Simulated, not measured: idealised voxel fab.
process module | voxel self aligned vias
cross-section cut | 240 nm wide | cells 5 nm
A cross-section is a grid of square cells, given in bands from the top down. A band is one or more rows of cells.
Each band's line starts with the height of the band's top and of its bottom, in nm. Then come its materials from left to right, each with its width in nm. One material with "throughout" fills the band from edge to edge. "air" is empty space.
Height 0 is the level under which the wafer as received is all one material. The lowest band goes on downwards, as in "0 down".
A width such as "30 to 40" changes by the same amount from each row of cells to the next, from the band's top row to its bottom row.
"no change" after a step means that no cell of the cross-section changed.
closed voids: empty space of 8 cells or more with no open way to the top, each as width x height at its distance from the left edge, in nm
after a step's settings: what the simulator itself notes on the step
overlay nm, on a step with a mask: how far to the right of its planned place the mask lay; to the left if negative
plan
1 op RECEIVE | material Si
2 op CONFORMAL_DEP | material SiO2 | thk nm 15
3 op CONFORMAL_DEP | material SiCN | thk nm 5
4 op DIRECTIONAL_DEP | material lowk | thk nm 25
5 op DIRECTIONAL_DEP | material aC | thk nm 15
6 op PATTERN | tone open | mask id LINES | material resist | width nm 25 | pitch nm 65 | thk nm 35 | overlay nm 0
7 op DIRECTIONAL_ETCH | etch materials aC | depth nm 15
8 op STRIP | etch materials resist
9 op DIRECTIONAL_ETCH | etch materials lowk | depth nm 25
10 op STRIP | etch materials aC
11 op CONFORMAL_DEP | material TiN | thk nm 5
12 op FILL_DEP | material W | thk nm 5
13 op CMP | height nm 45
14 op SELECTIVE_ETCH | etch materials W Ru TiN | depth nm 10
15 op FILL_DEP | material SiN | thk nm 5
16 op CMP | height nm 45
17 op DIRECTIONAL_DEP | material lowk | thk nm 15
18 op MASKED_ETCH | tone open | mask id VIAS | width nm 35 | pitch nm 130 | etch materials lowk | depth nm 15 | overlay nm 0
19 op MASKED_ETCH | tone open | mask id VIAS | width nm 35 | pitch nm 130 | etch materials SiN | depth nm 10 | overlay nm 0
20 op CONFORMAL_DEP | material TiN | thk nm 5
21 op FILL_DEP | material Cu | thk nm 5
22 op CMP | height nm 60
23 op CONFORMAL_DEP | material SiCN | thk nm 5
first wafer, as planned
as received, after step 1
  0 down: Si throughout
  closed voids: none
after step 2
  15 to 0: SiO2 throughout
  below 0: unchanged
after step 3
  20 to 15: SiCN throughout
  below 15: unchanged
after step 4
  45 to 20: lowk throughout
  below 20: unchanged
after step 5
  60 to 45: aC throughout
  below 45: unchanged
after step 6
  95 to 60: resist 40 | air 25 | resist 40 | air 25 | resist 40 | air 25 | resist 45
  below 60: unchanged
after step 7
  80 to 60: resist 40 | air 25 | resist 40 | air 25 | resist 40 | air 25 | resist 45
  60 to 45: aC 40 | air 25 | aC 40 | air 25 | aC 40 | air 25 | aC 45
  below 45: unchanged
after step 8
  60 to 45: aC 40 | air 25 | aC 40 | air 25 | aC 40 | air 25 | aC 45
  below 45: unchanged
after step 9
  60 to 45: aC 40 | air 25 | aC 40 | air 25 | aC 40 | air 25 | aC 45
  45 to 20: lowk 40 | air 25 | lowk 40 | air 25 | lowk 40 | air 25 | lowk 45
  below 20: unchanged
after step 10
  45 to 20: lowk 40 | air 25 | lowk 40 | air 25 | lowk 40 | air 25 | lowk 45
  below 20: unchanged
after step 11
  50 to 45: TiN 45 | air 15 | TiN 50 | air 15 | TiN 50 | air 15 | TiN 50
  45 to 25: lowk 40 | TiN 5 | air 15 | TiN 5 | lowk 40 | TiN 5 | air 15 | TiN 5 | lowk 40 | TiN 5 | air 15 | TiN 5 | lowk 45
  25 to 20: lowk 40 | TiN 25 | lowk 40 | TiN 25 | lowk 40 | TiN 25 | lowk 45
  below 20: unchanged
after step 12
  55 to 50: W throughout
  50 to 45: TiN 45 | W 15 | TiN 50 | W 15 | TiN 50 | W 15 | TiN 50
  45 to 25: lowk 40 | TiN 5 | W 15 | TiN 5 | lowk 40 | TiN 5 | W 15 | TiN 5 | lowk 40 | TiN 5 | W 15 | TiN 5 | lowk 45
  below 25: unchanged
after step 13
  45 to 25: lowk 40 | TiN 5 | W 15 | TiN 5 | lowk 40 | TiN 5 | W 15 | TiN 5 | lowk 40 | TiN 5 | W 15 | TiN 5 | lowk 45
  below 25: unchanged
after step 14
  45 to 35: lowk 40 | air 25 | lowk 40 | air 25 | lowk 40 | air 25 | lowk 45
  below 35: unchanged
after step 15
  50 to 45: SiN throughout
  45 to 35: lowk 40 | SiN 25 | lowk 40 | SiN 25 | lowk 40 | SiN 25 | lowk 45
  below 35: unchanged
after step 16
  45 to 35: lowk 40 | SiN 25 | lowk 40 | SiN 25 | lowk 40 | SiN 25 | lowk 45
  below 35: unchanged
after step 17
  60 to 45: lowk throughout
  below 45: unchanged
after step 18
  60 to 45: lowk 35 | air 35 | lowk 95 | air 35 | lowk 40
  below 45: unchanged
after step 19
  60 to 45: lowk 35 | air 35 | lowk 95 | air 35 | lowk 40
  45 to 35: lowk 40 | air 25 | lowk 40 | SiN 25 | lowk 40 | air 25 | lowk 45
  below 35: unchanged
after step 20
  65 to 60: TiN 40 | air 25 | TiN 105 | air 25 | TiN 45
  60 to 50: lowk 35 | TiN 5 | air 25 | TiN 5 | lowk 95 | TiN 5 | air 25 | TiN 5 | lowk 40
  50 to 45: lowk 35 | TiN 10 | air 15 | TiN 10 | lowk 95 | TiN 10 | air 15 | TiN 10 | lowk 40
  45 to 40: lowk 40 | TiN 5 | air 15 | TiN 5 | lowk 40 | SiN 25 | lowk 40 | TiN 5 | air 15 | TiN 5 | lowk 45
  40 to 35: lowk 40 | TiN 25 | lowk 40 | SiN 25 | lowk 40 | TiN 25 | lowk 45
  below 35: unchanged
after step 21
  70 to 65: Cu throughout
  65 to 60: TiN 40 | Cu 25 | TiN 105 | Cu 25 | TiN 45
  60 to 50: lowk 35 | TiN 5 | Cu 25 | TiN 5 | lowk 95 | TiN 5 | Cu 25 | TiN 5 | lowk 40
  50 to 45: lowk 35 | TiN 10 | Cu 15 | TiN 10 | lowk 95 | TiN 10 | Cu 15 | TiN 10 | lowk 40
  45 to 40: lowk 40 | TiN 5 | Cu 15 | TiN 5 | lowk 40 | SiN 25 | lowk 40 | TiN 5 | Cu 15 | TiN 5 | lowk 45
  below 40: unchanged
after step 22
  60 to 50: lowk 35 | TiN 5 | Cu 25 | TiN 5 | lowk 95 | TiN 5 | Cu 25 | TiN 5 | lowk 40
  below 50: unchanged
after step 23
  65 to 60: SiCN throughout
  below 60: unchanged
second wafer: like start, like plan, one mistake. Through step 13 it matches the first wafer
when step 14 should have ended
  45 to 35: lowk 40 | air 5 | W 15 | air 5 | lowk 40 | air 5 | W 15 | air 5 | lowk 40 | air 5 | W 15 | air 5 | lowk 45
  below 35: unchanged
when step 15 should have ended
  50 to 45: SiN throughout
  45 to 35: lowk 40 | SiN 5 | W 15 | SiN 5 | lowk 40 | SiN 5 | W 15 | SiN 5 | lowk 40 | SiN 5 | W 15 | SiN 5 | lowk 45
  below 35: unchanged
when step 16 should have ended
  45 to 35: lowk 40 | SiN 5 | W 15 | SiN 5 | lowk 40 | SiN 5 | W 15 | SiN 5 | lowk 40 | SiN 5 | W 15 | SiN 5 | lowk 45
  below 35: unchanged
when step 17 should have ended
  60 to 45: lowk throughout
  below 45: unchanged
when step 18 should have ended
  60 to 45: lowk 35 | air 35 | lowk 95 | air 35 | lowk 40
  below 45: unchanged
when step 19 should have ended
  60 to 45: lowk 35 | air 35 | lowk 95 | air 35 | lowk 40
  45 to 35: lowk 40 | air 5 | W 15 | air 5 | lowk 40 | SiN 5 | W 15 | SiN 5 | lowk 40 | air 5 | W 15 | air 5 | lowk 45
  below 35: unchanged
when step 20 should have ended
  65 to 60: TiN 40 | air 25 | TiN 105 | air 25 | TiN 45
  60 to 50: lowk 35 | TiN 5 | air 25 | TiN 5 | lowk 95 | TiN 5 | air 25 | TiN 5 | lowk 40
  50 to 45: lowk 35 | TiN 35 | lowk 95 | TiN 35 | lowk 40
  45 to 35: lowk 40 | TiN 5 | W 15 | TiN 5 | lowk 40 | SiN 5 | W 15 | SiN 5 | lowk 40 | TiN 5 | W 15 | TiN 5 | lowk 45
  below 35: unchanged
when step 21 should have ended
  70 to 65: Cu throughout
  65 to 60: TiN 40 | Cu 25 | TiN 105 | Cu 25 | TiN 45
  60 to 50: lowk 35 | TiN 5 | Cu 25 | TiN 5 | lowk 95 | TiN 5 | Cu 25 | TiN 5 | lowk 40
  below 50: unchanged
when step 22 should have ended
  60 to 50: lowk 35 | TiN 5 | Cu 25 | TiN 5 | lowk 95 | TiN 5 | Cu 25 | TiN 5 | lowk 40
  below 50: unchanged
when step 23 should have ended
  65 to 60: SiCN throughout
  below 60: unchanged
what went wrong: step 14 ran as: op SELECTIVE_ETCH | etch materials TiN | depth nm 10
at the end the second wafer has, in cells: 12 fewer of Cu | 6 fewer of SiN | 18 more of W
